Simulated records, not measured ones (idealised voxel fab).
Proc. module: voxel self aligned contacts
Each square cell in cross-section cut measures 5 nm, and the section as a whole is 185 nm wide.
Bands, listed from the top down, are how a cross-section gets written in this document; the cross-section itself is a grid of square cells, and a band is one or more rows of them.
Look at the band entry: it leads with the top's height and the bottom's height in nm. Then it lists the materials left to right, with a width in nm for each. The word "everywhere" on a single material says that material fills the band edge to edge. The word "empty" is empty space.
Height is counted from the level 0, under which the received wafer is composed throughout of one material. The lowest of the bands is not closed at the bottom but continues downward, in the notation "top 0, no bottom".
A two-number width, for instance "30 to 40", indicates that the width is equal to the first number in the top row of the band and to the second number in the bottom row, and that it changes by a constant amount per row of cells.
Step marked "no change occurred"? Then no cell in the cross-section changed in it.
You'll see "Closed internal cavities" listing empty spaces that have no way open to the top, as long as they're 8 cells or more; the notation is width x height at distance, where the distance is from the left edge, and all of it is in nm.
after a step's settings: what the simulator itself notes on the step
If you see "overlay nm" on a step's line and that step has a mask, it's telling you how far right of where it was planned the mask ended up; a negative number means it went left instead.
### Intended process steps
1: RECEIVE (material Si)
2: CONFORMAL_DEP (material SiO2; thk nm 5)
3: DIRECTIONAL_DEP (material polySi; thk nm 25)
4: DIRECTIONAL_DEP (material SiN; thk nm 20)
5: PATTERN (tone cover; mask id GATE; material resist; width nm 25; pitch nm 60; thk nm 20; overlay nm -5)
6: DIRECTIONAL_ETCH (etch materials SiN; depth nm 20)
7: DIRECTIONAL_ETCH (etch materials polySi; depth nm 25)
8: STRIP (etch materials resist)
9: CONFORMAL_DEP (material SiN; thk nm 5)
10: DIRECTIONAL_ETCH (etch materials SiN; depth nm 5)
11: FILL_DEP (material SiO2; thk nm 20)
12: CMP (height nm 60)
13: PATTERN (tone open; mask id CONTACT; material resist; width nm 45; pitch nm 60; thk nm 15; overlay nm 0)
14: DIRECTIONAL_ETCH (etch materials SiO2; depth nm 60)
15: STRIP (etch materials resist)
16: CONFORMAL_DEP (material TiN; thk nm 5)
17: FILL_DEP (material Ru; thk nm 10)
18: CMP (height nm 60)
19: CONFORMAL_DEP (material SiCN; thk nm 5)
The wafers in this document start out alike and differ in the overlay nm applied at step 5; the plan shows the value used for the first wafer.
### The first of several wafers, as received after step 1, seen in section
- top 0, no bottom | Si everywhere
- Closed internal cavities: none
### wafer rows; end of module; cells per material since receipt: (+) gained, (-) lost; then closed voids
overlay nm -5 | +74 Ru | +37 SiCN | +114 SiN | +119 SiO2 | +62 TiN | +75 polySi | Closed internal cavities: none
overlay nm 0 | +74 Ru | +37 SiCN | +114 SiN | +119 SiO2 | +62 TiN | +75 polySi | Closed internal cavities: none
overlay nm 5 | +74 Ru | +37 SiCN | +114 SiN | +119 SiO2 | +62 TiN | +75 polySi | Closed internal cavities: none
